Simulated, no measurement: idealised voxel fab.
process module | voxel lift off
cross-section cut | 280 nm wide | cells 5 nm
A cross-section is a grid of square cells, given in bands from the top down. A band is one or more rows of cells.
Each band's line starts with the height of the band's top and of its bottom, in nm. Then come its materials from left to right, each with its width in nm. One material with "throughout" fills the band from edge to edge. "air" is empty space.
Height 0 is the level under which the wafer as received is all one material. The lowest band goes on downwards, as in "0 down".
A width such as "30 to 40" changes by the same amount from each row of cells to the next, from the band's top row to its bottom row.
"no change" after a step means that no cell of the cross-section changed.
closed voids: empty space of 8 cells or more with no open way to the top, each as width x height at its distance from the left edge, in nm
after a step's settings: what the simulator itself notes on the step
overlay nm, on a step with a mask: how far to the right of its planned place the mask lay; to the left if negative
plan
1 op RECEIVE | material Si
2 op CONFORMAL_DEP | material SiN | thk nm 10
3 op PATTERN | tone open | mask id LINES | material resist | width nm 30 | pitch nm 45 | thk nm 20 | overlay nm 0
4 op DIRECTIONAL_DEP | material Ru | thk nm 5
5 op STRIP | etch materials resist
6 op CONFORMAL_DEP | material SiO2 | thk nm 10
varied across the wafers: thk nm of step 4. The plan shows the first wafer's value. All wafers start alike
first wafer as received, after step 1
  0 down: Si throughout
  closed voids: none
each wafer at the end: cells of each material gained (+) or lost (-) since it was received, then its closed voids
thk nm 5 | +24 Ru | +112 SiN | +125 SiO2 | closed voids: none
thk nm 10 | +48 Ru | +112 SiN | +138 SiO2 | closed voids: none
thk nm 15 | +72 Ru | +112 SiN | +151 SiO2 | closed voids: none
